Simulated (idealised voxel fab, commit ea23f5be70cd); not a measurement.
This section sets out a process module, namely voxel gate over fins.
The width of the displayed cross-section, cut, is 240 nm; its cells are square, with a size of 5 nm.
Bands, listed from the top down, are how a cross-section gets written in this document; the cross-section itself is a grid of square cells, and a band is one or more rows of them.
Read a band's entry like this: the first values are the height of its top and the height of its bottom in nm, and what follows is the sequence of materials from left to right, each with its width in nm. Note that "empty" is empty space, and that a single material marked "edge to edge" reaches across the band from edge to edge.
Height datum 0, below which the as-received substrate wafer is one material. Lowest band open at the bottom, running downward: "0..down".
It should be noted that a width expressed as "30 to 40" varies in equal increments from row to row of cells within the band, taking the value of the first number at the top row and that of the second number at the bottom row.
When a step is marked "no change", none of the cells in the cross-section changed during that step.
"Voids, sealed": empty spaces of 8 cells or more with no open way to the top, each given as width x height at distance, distance from the left edge, all in nm.
Heads up: the bit after the settings on a step's line is the simulator's remark on that step.
"overlay nm" answers the question of how far to the right of plan the mask lay on a step that has a mask, and when it is negative the answer is to the left.
Planned process steps
1: RECEIVE,material Si
2: CONFORMAL_DEP,material SiN,thk nm 5
3: PATTERN,tone cover,mask id FINS,material resist,width nm 15,pitch nm 60,thk nm 20,overlay nm 0
4: DIRECTIONAL_ETCH,etch materials SiN,depth nm 5
5: DIRECTIONAL_ETCH,etch materials Si,depth nm 40
6: STRIP,etch materials resist
7: FILL_DEP,material SiO2,thk nm 10
8: CMP,height nm 5
9: MASKED_ETCH,tone open,mask id RAIL,width nm 15,etch materials SiO2,depth nm 40,overlay nm -15
10: CONFORMAL_DEP,material TiN,thk nm 5
11: FILL_DEP,material W,thk nm 10
12: CMP,height nm 5
13: SELECTIVE_ETCH,etch materials W Ru TiN,depth nm 30
14: FILL_DEP,material SiO2,thk nm 5
15: CMP,height nm 5
16: SELECTIVE_ETCH,etch materials SiO2,depth nm 20
17: STRIP,etch materials SiN
18: CONFORMAL_DEP,material HfO2,thk nm 5
19: CONFORMAL_DEP,material TiN,thk nm 5
20: FILL_DEP,material W,thk nm 10
21: CMP,height nm 15
22: CONFORMAL_DEP,material SiN,thk nm 10
Wafers differ in overlay nm at step 9; plan lists the first wafer's value; identical starting state.
First of several wafers, received after step 1, in cross-section
0..down | Si edge to edge
Voids, sealed: none
Note: the following table is arranged by wafer, a row apiece. Each row reports the end-of-module state: per material, cells gained (+) or cells lost (-) compared with the wafer as received; closed voids follow
overlay nm -15, +72 HfO2, -288 Si, +96 SiN, +174 SiO2, +77 TiN, +109 W, Voids, sealed: none
overlay nm -10, +72 HfO2, -288 Si, +96 SiN, +174 SiO2, +77 TiN, +109 W, Voids, sealed: none
overlay nm -5, +72 HfO2, -288 Si, +96 SiN, +174 SiO2, +77 TiN, +109 W, Voids, sealed: none
overlay nm 0, +72 HfO2, -288 Si, +96 SiN, +174 SiO2, +77 TiN, +109 W, Voids, sealed: none
overlay nm 5, +72 HfO2, -288 Si, +96 SiN, +174 SiO2, +77 TiN, +109 W, Voids, sealed: none
overlay nm 10, +72 HfO2, -288 Si, +96 SiN, +174 SiO2, +77 TiN, +109 W, Voids, sealed: none
overlay nm 15, +72 HfO2, -288 Si, +96 SiN, +174 SiO2, +77 TiN, +109 W, Voids, sealed: none
